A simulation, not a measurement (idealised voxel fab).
Process module heading - voxel gate over fins
Cross-sectional view cut (width: 215 nm; square cell size: 5 nm).
A cross-section is written here as square cells arranged in a grid, and it is given in bands from the top down, each band taking up one or more rows of cells.
Quick guide to a band line: top height, bottom height (nm) up front; then every material left to right with its width in nm. Only one material and it's marked "throughout"? Then it fills the band edge to edge. And "empty" just means empty space.
Heights from 0 (as-received wafer is one material below). Bottom band endless downward, as "0 -> down".
Width: "30->40" (first number = top row, second number = bottom row, same change from row to row of cells).
When a step is marked "changes: none", none of the cells in the cross-section changed during that step.
"Completely sealed voids" specifies each empty space that is not open to the top and that occupies no fewer than 8 cells, using the form width x height at distance, the distance measured from the left edge and all three quantities in nm.
If you see something after the settings on a step's line, that's the simulator's own remark about that step.
The "overlay nm" setting may appear on a step's line; for a step that uses a mask, it gives how far to the right of its planned position the mask lay, and a negative value indicates the left.
The process steps that were planned are listed below:
| 1 | RECEIVE with material Si |
| 2 | CONFORMAL_DEP with material SiN, thk nm 10 |
| 3 | MASKED_ETCH with tone cover, mask id FINS, width nm 15, pitch nm 40, etch materials SiN, depth nm 10, overlay nm 0 |
| 4 | MASKED_ETCH with tone cover, mask id FINS, width nm 15, pitch nm 40, etch materials Si, depth nm 35, overlay nm 0 |
| 5 | OXIDIZE with depth nm 5 |
| 6 | FILL_DEP with material SiO2, thk nm 5 |
| 7 | CMP with height nm 10 |
| 8 | SELECTIVE_ETCH with etch materials SiO2, depth nm 20 |
| 9 | STRIP with etch materials SiN |
| 10 | CONFORMAL_DEP with material HfO2, thk nm 5 |
| 11 | CONFORMAL_DEP with material TiN, thk nm 5 |
| 12 | CONFORMAL_DEP with material TiAl, thk nm 5 |
| 13 | CONFORMAL_DEP with material TiN, thk nm 5 |
| 14 | FILL_DEP with material W, thk nm 10 |
| 15 | CMP with height nm 25 |
| 16 | CONFORMAL_DEP with material SiCN, thk nm 10 |
varied across the wafers: width nm of step 3. The plan shows the first wafer's value. All wafers start alike
Cross-section of the first of several wafers on receipt, reflecting completion of step 1:
	0 -> down | Si throughout
	Completely sealed voids: none
Each row below is a wafer at the end of the module, listing for every material the number of cells it has gained (+) or lost (-) since it was received, followed by its closed voids:
width nm 15; +51 HfO2; -328 Si; +86 SiCN; +246 SiO2; +51 TiAl; +100 TiN; +95 W; Completely sealed voids: none
width nm 20; +51 HfO2; -312 Si; +86 SiCN; +234 SiO2; +51 TiAl; +98 TiN; +93 W; Completely sealed voids: none
width nm 25; +51 HfO2; -296 Si; +86 SiCN; +222 SiO2; +49 TiAl; +98 TiN; +91 W; Completely sealed voids: none
